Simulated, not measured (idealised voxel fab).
The process module that follows is named voxel gate over fins.
235 nm wide, 5 nm square cells: that's cross-section cut.
Reading order for cross-sections: top band down to bottom band. Underlying form: a grid of square cells. Band size: one or more rows of cells. Look at the band entry: it leads with the top's height and the bottom's height in nm. Then it lists the materials left to right, with a width in nm for each. The word "full width" on a single material says that material fills the band edge to edge. The word "air" is empty space. Measure heights from 0. That's the level where, below it, the as-received wafer is all one material. The lowest band is bottomless and extends downward; write it as in "0 -> down". Per-row width for "30->40": begins at first number (top row of band), ends at second number (bottom row), increment between rows held constant. "everything unchanged", as given for a step, is the statement that not any cell of the cross-section underwent a change during that step. "Sealed-off cavities" contains a list of empty spaces, each no smaller than 8 cells and without an open way to the top, written in the form width x height at distance with the distance from the left edge and all three in nm. If you see something after the settings on a step's line, that's the simulator's own remark about that step. Regarding "overlay nm": on a step with a mask, it is the distance the mask lay to the right of its planned place; a negative value places it to the left. Layout of what follows: cross-section pairs, each bracketing one process step, the after cross-section shown only to the lowest band that changed, the step between and its settings noted under each pair. Pairs may originate in different runs of this module on the same starting wafer; a pair continues from the pair above only where its entry headed "Incoming structure" says so.
[Incoming structure]
	5 -> 0  SiO2: 85, then SiN: 15, then SiO2: 35, then SiN: 15, then SiO2: 85
	0 -> -15  SiO2: 85, then Si: 15, then SiO2: 35, then Si: 15, then SiO2: 85
	-15 -> -20  Ru: 80, then TiN: 5, then Si: 15, then TiN: 10, then SiO2: 15, then TiN: 10, then Si: 15, then TiN: 5, then Ru: 80
	-20 -> -25  TiN: 85, then Si: 15, then TiN: 10, then SiO2: 15, then TiN: 10, then Si: 15, then TiN: 85
	-25 -> -30  SiO2: 85, then Si: 15, then SiO2: 35, then Si: 15, then SiO2: 85
	-30 -> down  Si full width
	Sealed-off cavities: none
[Result of Step]
	5 -> 0  air: 85, then SiN: 15, then air: 35, then SiN: 15, then air: 85
	0 -> -10  air: 85, then Si: 15, then air: 35, then Si: 15, then air: 85
	Below a height of -10, the structure has not been altered.
	Sealed-off cavities: none
Process step (between the before and after cross-sections above): SELECTIVE_ETCH with etch materials SiO2, depth nm 15
Incoming structure: see preceding pair, after cross-section.
[Result of Step]
	0 -> -10  air: 85, then Si: 15, then air: 35, then Si: 15, then air: 85
	Below a height of -10, the structure has not been altered.
	Sealed-off cavities: none
Process step (between the before and after cross-sections above): STRIP with etch materials SiN
Incoming structure: see preceding pair, after cross-section.
[Result of Step]
	5 -> 0  air: 80, then HfO2: 25, then air: 25, then HfO2: 25, then air: 80
	0 -> -5  air: 80, then HfO2: 5, then Si: 15, then HfO2: 5, then air: 25, then HfO2: 5, then Si: 15, then HfO2: 5, then air: 80
	-5 -> -10  HfO2: 85, then Si: 15, then HfO2: 35, then Si: 15, then HfO2: 85
	Below a height of -10, the structure has not been altered.
	Sealed-off cavities: none
Process step (between the before and after cross-sections above): CONFORMAL_DEP with material HfO2, thk nm 5
Incoming structure: see preceding pair, after cross-section.
[Result of Step]
	10 -> 5  air: 75, then TiN: 35, then air: 15, then TiN: 35, then air: 75
	5 -> 0  air: 75, then TiN: 5, then HfO2: 25, then TiN: 5, then air: 15, then TiN: 5, then HfO2: 25, then TiN: 5, then air: 75
	0 -> -5  TiN: 80, then HfO2: 5, then Si: 15, then HfO2: 5, then TiN: 25, then HfO2: 5, then Si: 15, then HfO2: 5, then TiN: 80
	Below a height of -5, the structure has not been altered.
	Sealed-off cavities: none
Process step (between the before and after cross-sections above): CONFORMAL_DEP with material TiN, thk nm 5
Incoming structure: see preceding pair, after cross-section.
[Result of Step]
	15 -> 10  air: 70, then TiAl: 45, then air: 5, then TiAl: 45, then air: 70
	10 -> 5  air: 70, then TiAl: 5, then TiN: 35, then TiAl: 5, then air: 5, then TiAl: 5, then TiN: 35, then TiAl: 5, then air: 70
	5 -> 0  TiAl: 75, then TiN: 5, then HfO2: 25, then TiN: 5, then TiAl: 15, then TiN: 5, then HfO2: 25, then TiN: 5, then TiAl: 75
	Below a height of 0, the structure has not been altered.
	Sealed-off cavities: none
Process step (between the before and after cross-sections above): CONFORMAL_DEP with material TiAl, thk nm 5
Incoming structure: see preceding pair, after cross-section.
[Result of Step]
	20 -> 15  air: 65, then TiN: 105, then air: 65
	15 -> 10  air: 65, then TiN: 5, then TiAl: 45, then TiN: 5, then TiAl: 45, then TiN: 5, then air: 65
	10 -> 5  TiN: 70, then TiAl: 5, then TiN: 35, then TiAl: 5, then TiN: 5, then TiAl: 5, then TiN: 35, then TiAl: 5, then TiN: 70
	Below a height of 5, the structure has not been altered.
	Sealed-off cavities: none
Process step (between the before and after cross-sections above): CONFORMAL_DEP with material TiN, thk nm 5
Incoming structure: see preceding pair, after cross-section.
[Result of Step]
	35 -> 20  W full width
	20 -> 15  W: 65, then TiN: 105, then W: 65
	15 -> 10  W: 65, then TiN: 5, then TiAl: 45, then TiN: 5, then TiAl: 45, then TiN: 5, then W: 65
	Below a height of 10, the structure has not been altered.
	Sealed-off cavities: none
Process step (between the before and after cross-sections above): FILL_DEP with material W, thk nm 15
Incoming structure: see preceding pair, after cross-section.
[Result of Step]
	30 -> 20  W full width
	Below a height of 20, the structure has not been altered.
	Sealed-off cavities: none
Process step (between the before and after cross-sections above): CMP with height nm 30
Incoming structure: see preceding pair, after cross-section.
[Result of Step]
	40 -> 30  SiN full width
	Below a height of 30, the structure has not been altered.
	Sealed-off cavities: none
Process step (between the before and after cross-sections above): CONFORMAL_DEP with material SiN, thk nm 10
